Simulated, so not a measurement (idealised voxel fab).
process module | voxel trench capacitor
cross-section cut | 260 nm wide | cells 5 nm
A cross-section is a grid of square cells, given in bands from the top down. A band is one or more rows of cells.
Each band's line starts with the height of the band's top and of its bottom, in nm. Then come its materials from left to right, each with its width in nm. One material with "throughout" fills the band from edge to edge. "air" is empty space.
Height 0 is the level under which the wafer as received is all one material. The lowest band goes on downwards, as in "0 down".
A width such as "30 to 40" changes by the same amount from each row of cells to the next, from the band's top row to its bottom row.
"no change" after a step means that no cell of the cross-section changed.
closed voids: empty space of 8 cells or more with no open way to the top, each as width x height at its distance from the left edge, in nm
after a step's settings: what the simulator itself notes on the step
overlay nm, on a step with a mask: how far to the right of its planned place the mask lay; to the left if negative
plan
1 op RECEIVE | material Si
2 op CONFORMAL_DEP | material SiN | thk nm 5
3 op MASKED_ETCH | tone open | mask id TRENCH | width nm 15 | pitch nm 40 | etch materials SiN | depth nm 5 | overlay nm 0
4 op MASKED_ETCH | tone open | mask id TRENCH | width nm 15 | pitch nm 40 | etch materials Si | depth nm 40 | overlay nm 0
5 op CONFORMAL_DEP | material Al2O3 | thk nm 5
6 op FILL_DEP | material polySi | thk nm 5
7 op CMP | height nm 5
first wafer, as planned
as received, after step 1
  0 down: Si throughout
  closed voids: none
after step 2
  5 to 0: SiN throughout
  below 0: unchanged
after step 3
  5 to 0: SiN 100 | air 15 | SiN 25 | air 15 | SiN 105
  below 0: unchanged
after step 4
  5 to 0: SiN 100 | air 15 | SiN 25 | air 15 | SiN 105
  0 to -40: Si 100 | air 15 | Si 25 | air 15 | Si 105
  below -40: unchanged
after step 5
  10 to 5: Al2O3 105 | air 5 | Al2O3 35 | air 5 | Al2O3 110
  5 to 0: SiN 100 | Al2O3 5 | air 5 | Al2O3 5 | SiN 25 | Al2O3 5 | air 5 | Al2O3 5 | SiN 105
  0 to -35: Si 100 | Al2O3 5 | air 5 | Al2O3 5 | Si 25 | Al2O3 5 | air 5 | Al2O3 5 | Si 105
  -35 to -40: Si 100 | Al2O3 15 | Si 25 | Al2O3 15 | Si 105
  below -40: unchanged
after step 6
  15 to 10: polySi throughout
  10 to 5: Al2O3 105 | polySi 5 | Al2O3 35 | polySi 5 | Al2O3 110
  5 to 0: SiN 100 | Al2O3 5 | polySi 5 | Al2O3 5 | SiN 25 | Al2O3 5 | polySi 5 | Al2O3 5 | SiN 105
  0 to -35: Si 100 | Al2O3 5 | polySi 5 | Al2O3 5 | Si 25 | Al2O3 5 | polySi 5 | Al2O3 5 | Si 105
  below -35: unchanged
after step 7
  5 to 0: SiN 100 | Al2O3 5 | polySi 5 | Al2O3 5 | SiN 25 | Al2O3 5 | polySi 5 | Al2O3 5 | SiN 105
  below 0: unchanged
second wafer: like start, like plan, one mistake. Through step 2 it matches the first wafer
when step 3 should have ended
  5 to 0: SiN 100 | air 15 | SiN 25 | air 15 | SiN 105
  below 0: unchanged
when step 4 should have ended
  5 to 0: SiN 100 | air 15 | SiN 25 | air 15 | SiN 105
  0 to -40: Si 100 | air 15 | Si 25 | air 15 | Si 105
  below -40: unchanged
when step 5 should have ended
  10 to 5: Al2O3 105 | air 5 | Al2O3 35 | air 5 | Al2O3 110
  5 to 0: SiN 100 | Al2O3 5 | air 5 | Al2O3 5 | SiN 25 | Al2O3 5 | air 5 | Al2O3 5 | SiN 105
  0 to -35: Si 100 | Al2O3 5 | air 5 | Al2O3 5 | Si 25 | Al2O3 5 | air 5 | Al2O3 5 | Si 105
  -35 to -40: Si 100 | Al2O3 15 | Si 25 | Al2O3 15 | Si 105
  below -40: unchanged
when step 6 should have ended
  15 to 10: polySi throughout
  10 to 5: Al2O3 105 | polySi 5 | Al2O3 35 | polySi 5 | Al2O3 110
  5 to 0: SiN 100 | Al2O3 5 | polySi 5 | Al2O3 5 | SiN 25 | Al2O3 5 | polySi 5 | Al2O3 5 | SiN 105
  0 to -35: Si 100 | Al2O3 5 | polySi 5 | Al2O3 5 | Si 25 | Al2O3 5 | polySi 5 | Al2O3 5 | Si 105
  below -35: unchanged
when step 7 should have ended
  5 to 0: SiN 100 | Al2O3 5 | polySi 5 | Al2O3 5 | SiN 25 | Al2O3 5 | polySi 5 | Al2O3 5 | SiN 105
  below 0: unchanged
what went wrong: step 3 was run twice
at the end the two cross-sections are the same: no effect in what this model computes
